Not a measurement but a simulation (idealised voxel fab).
process module | voxel capacitor over wiring
cross-section cut | 290 nm wide | cells 5 nm
A cross-section is a grid of square cells, given in bands from the top down. A band is one or more rows of cells.
Each band's line starts with the height of the band's top and of its bottom, in nm. Then come its materials from left to right, each with its width in nm. One material with "throughout" fills the band from edge to edge. "air" is empty space.
Height 0 is the level under which the wafer as received is all one material. The lowest band goes on downwards, as in "0 down".
A width such as "30 to 40" changes by the same amount from each row of cells to the next, from the band's top row to its bottom row.
"no change" after a step means that no cell of the cross-section changed.
closed voids: empty space of 8 cells or more with no open way to the top, each as width x height at its distance from the left edge, in nm
after a step's settings: what the simulator itself notes on the step
overlay nm, on a step with a mask: how far to the right of its planned place the mask lay; to the left if negative
plan
1 op RECEIVE | material Si
2 op CONFORMAL_DEP | material SiO2 | thk nm 10
3 op DIRECTIONAL_DEP | material TiN | thk nm 5
4 op DIRECTIONAL_DEP | material Ru | thk nm 25
5 op PATTERN | tone cover | mask id METAL_1 | material resist | width nm 25 | pitch nm 95 | thk nm 15 | overlay nm 0
6 op DIRECTIONAL_ETCH | etch materials Ru | depth nm 25
7 op DIRECTIONAL_ETCH | etch materials TiN | depth nm 5
8 op STRIP | etch materials resist
9 op CONFORMAL_DEP | material SiCN | thk nm 5
10 op FILL_DEP | material SiO2 | thk nm 10
11 op CMP | height nm 40
12 op CONFORMAL_DEP | material SiCN | thk nm 5
13 op DIRECTIONAL_DEP | material SiO2 | thk nm 15
14 op MASKED_ETCH | tone open | mask id PLUG_1 | width nm 15 | etch materials SiO2 | depth nm 15 | overlay nm 0
15 op MASKED_ETCH | tone open | mask id PLUG_1 | width nm 15 | etch materials SiCN | depth nm 5 | overlay nm 0
16 op CONFORMAL_DEP | material TiN | thk nm 5
17 op FILL_DEP | material W | thk nm 5
18 op CMP | height nm 60
19 op DIRECTIONAL_DEP | material TiN | thk nm 5
20 op DIRECTIONAL_DEP | material SiN | thk nm 5
21 op DIRECTIONAL_DEP | material TiN | thk nm 5
22 op DIRECTIONAL_DEP | material aC | thk nm 10
23 op PATTERN | tone cover | mask id UPPER_PLATE | material resist | width nm 75 | thk nm 25 | overlay nm 0
24 op DIRECTIONAL_ETCH | etch materials aC | depth nm 10
25 op STRIP | etch materials resist
26 op DIRECTIONAL_ETCH | etch materials TiN | depth nm 5
27 op DIRECTIONAL_ETCH | etch materials SiN | depth nm 5
28 op STRIP | etch materials aC
29 op MASKED_ETCH | tone cover | mask id LOWER_PLATE | width nm 85 | etch materials TiN | depth nm 5 | overlay nm 0
30 op FILL_DEP | material SiO2 | thk nm 15
31 op CMP | height nm 85
32 op DIRECTIONAL_DEP | material aC | thk nm 15
33 op PATTERN | tone open | mask id PLUG_2 | material resist | width nm 15 | thk nm 30 | overlay nm 0
34 op DIRECTIONAL_ETCH | etch materials aC | depth nm 15
35 op STRIP | etch materials resist
36 op DIRECTIONAL_ETCH | etch materials SiO2 | depth nm 10
37 op STRIP | etch materials aC
38 op CONFORMAL_DEP | material TiN | thk nm 5
39 op FILL_DEP | material W | thk nm 5
40 op CMP | height nm 85
41 op CONFORMAL_DEP | material SiN | thk nm 5
first wafer, as planned
as received, after step 1
  0 down: Si throughout
  closed voids: none
after step 2
  10 to 0: SiO2 throughout
  below 0: unchanged
after step 3
  15 to 10: TiN throughout
  below 10: unchanged
after step 4
  40 to 15: Ru throughout
  below 15: unchanged
after step 5
  55 to 40: air 85 | resist 25 | air 70 | resist 25 | air 85
  below 40: unchanged
after step 6
  55 to 40: air 85 | resist 25 | air 70 | resist 25 | air 85
  40 to 15: air 85 | Ru 25 | air 70 | Ru 25 | air 85
  below 15: unchanged
after step 7
  55 to 40: air 85 | resist 25 | air 70 | resist 25 | air 85
  40 to 15: air 85 | Ru 25 | air 70 | Ru 25 | air 85
  15 to 10: air 85 | TiN 25 | air 70 | TiN 25 | air 85
  below 10: unchanged
after step 8
  40 to 15: air 85 | Ru 25 | air 70 | Ru 25 | air 85
  below 15: unchanged
after step 9
  45 to 40: air 80 | SiCN 35 | air 60 | SiCN 35 | air 80
  40 to 15: air 80 | SiCN 5 | Ru 25 | SiCN 5 | air 60 | SiCN 5 | Ru 25 | SiCN 5 | air 80
  15 to 10: SiCN 85 | TiN 25 | SiCN 70 | TiN 25 | SiCN 85
  below 10: unchanged
after step 10
  55 to 45: SiO2 throughout
  45 to 40: SiO2 80 | SiCN 35 | SiO2 60 | SiCN 35 | SiO2 80
  40 to 15: SiO2 80 | SiCN 5 | Ru 25 | SiCN 5 | SiO2 60 | SiCN 5 | Ru 25 | SiCN 5 | SiO2 80
  below 15: unchanged
after step 11
  40 to 15: SiO2 80 | SiCN 5 | Ru 25 | SiCN 5 | SiO2 60 | SiCN 5 | Ru 25 | SiCN 5 | SiO2 80
  below 15: unchanged
after step 12
  45 to 40: SiCN throughout
  below 40: unchanged
after step 13
  60 to 45: SiO2 throughout
  below 45: unchanged
after step 14
  60 to 45: SiO2 95 | air 15 | SiO2 180
  below 45: unchanged
after step 15
  60 to 45: SiO2 95 | air 15 | SiO2 180
  45 to 40: SiCN 95 | air 15 | SiCN 180
  below 40: unchanged
after step 16
  65 to 60: TiN 100 | air 5 | TiN 185
  60 to 45: SiO2 95 | TiN 5 | air 5 | TiN 5 | SiO2 180
  45 to 40: SiCN 95 | TiN 15 | SiCN 180
  below 40: unchanged
after step 17
  70 to 65: W throughout
  65 to 60: TiN 100 | W 5 | TiN 185
  60 to 45: SiO2 95 | TiN 5 | W 5 | TiN 5 | SiO2 180
  below 45: unchanged
after step 18
  60 to 45: SiO2 95 | TiN 5 | W 5 | TiN 5 | SiO2 180
  below 45: unchanged
after step 19
  65 to 60: TiN throughout
  below 60: unchanged
after step 20
  70 to 65: SiN throughout
  below 65: unchanged
after step 21
  75 to 70: TiN throughout
  below 70: unchanged
after step 22
  85 to 75: aC throughout
  below 75: unchanged
after step 23
  110 to 85: air 95 | resist 75 | air 120
  below 85: unchanged
after step 24
  100 to 85: air 95 | resist 75 | air 120
  85 to 75: air 95 | aC 75 | air 120
  below 75: unchanged
after step 25
  85 to 75: air 95 | aC 75 | air 120
  below 75: unchanged
after step 26
  85 to 75: air 95 | aC 75 | air 120
  75 to 70: air 95 | TiN 75 | air 120
  below 70: unchanged
after step 27
  85 to 75: air 95 | aC 75 | air 120
  75 to 70: air 95 | TiN 75 | air 120
  70 to 65: air 95 | SiN 75 | air 120
  below 65: unchanged
after step 28
  75 to 70: air 95 | TiN 75 | air 120
  below 70: unchanged
after step 29
  75 to 70: air 95 | TiN 75 | air 120
  70 to 65: air 95 | SiN 75 | air 120
  65 to 60: air 90 | TiN 85 | air 115
  below 60: unchanged
after step 30
  90 to 75: SiO2 throughout
  75 to 70: SiO2 95 | TiN 75 | SiO2 120
  70 to 65: SiO2 95 | SiN 75 | SiO2 120
  65 to 60: SiO2 90 | TiN 85 | SiO2 115
  below 60: unchanged
after step 31
  85 to 75: SiO2 throughout
  below 75: unchanged
after step 32
  100 to 85: aC throughout
  below 85: unchanged
after step 33
  130 to 100: resist 105 | air 15 | resist 170
  below 100: unchanged
after step 34
  115 to 100: resist 105 | air 15 | resist 170
  100 to 85: aC 105 | air 15 | aC 170
  below 85: unchanged
after step 35
  100 to 85: aC 105 | air 15 | aC 170
  below 85: unchanged
after step 36
  100 to 85: aC 105 | air 15 | aC 170
  85 to 75: SiO2 105 | air 15 | SiO2 170
  below 75: unchanged
after step 37
  85 to 75: SiO2 105 | air 15 | SiO2 170
  below 75: unchanged
after step 38
  90 to 85: TiN 110 | air 5 | TiN 175
  85 to 80: SiO2 105 | TiN 5 | air 5 | TiN 5 | SiO2 170
  80 to 70: SiO2 105 to 95 | TiN 15 to 75 | SiO2 170 to 120
  below 70: unchanged
after step 39
  95 to 90: W throughout
  90 to 85: TiN 110 | W 5 | TiN 175
  85 to 80: SiO2 105 | TiN 5 | W 5 | TiN 5 | SiO2 170
  below 80: unchanged
after step 40
  85 to 80: SiO2 105 | TiN 5 | W 5 | TiN 5 | SiO2 170
  below 80: unchanged
after step 41
  90 to 85: SiN throughout
  below 85: unchanged
second wafer: like start, like plan, one mistake. Through step 35 it matches the first wafer
when step 36 should have ended
  100 to 85: aC 105 | air 15 | aC 170
  85 to 75: SiO2 105 | air 15 | SiO2 170
  below 75: unchanged
when step 37 should have ended
  85 to 75: SiO2 105 | air 15 | SiO2 170
  below 75: unchanged
when step 38 should have ended
  90 to 85: TiN 110 | air 5 | TiN 175
  85 to 80: SiO2 105 | TiN 5 | air 5 | TiN 5 | SiO2 170
  80 to 70: SiO2 105 to 95 | TiN 15 to 75 | SiO2 170 to 120
  below 70: unchanged
when step 39 should have ended
  95 to 90: W throughout
  90 to 85: TiN 110 | W 5 | TiN 175
  85 to 80: SiO2 105 | TiN 5 | W 5 | TiN 5 | SiO2 170
  below 80: unchanged
when step 40 should have ended
  85 to 80: SiO2 105 | TiN 5 | W 5 | TiN 5 | SiO2 170
  below 80: unchanged
when step 41 should have ended
  90 to 85: SiN throughout
  below 85: unchanged
what went wrong: step 36 was run twice
at the end the two cross-sections are the same: no effect in what this model computes
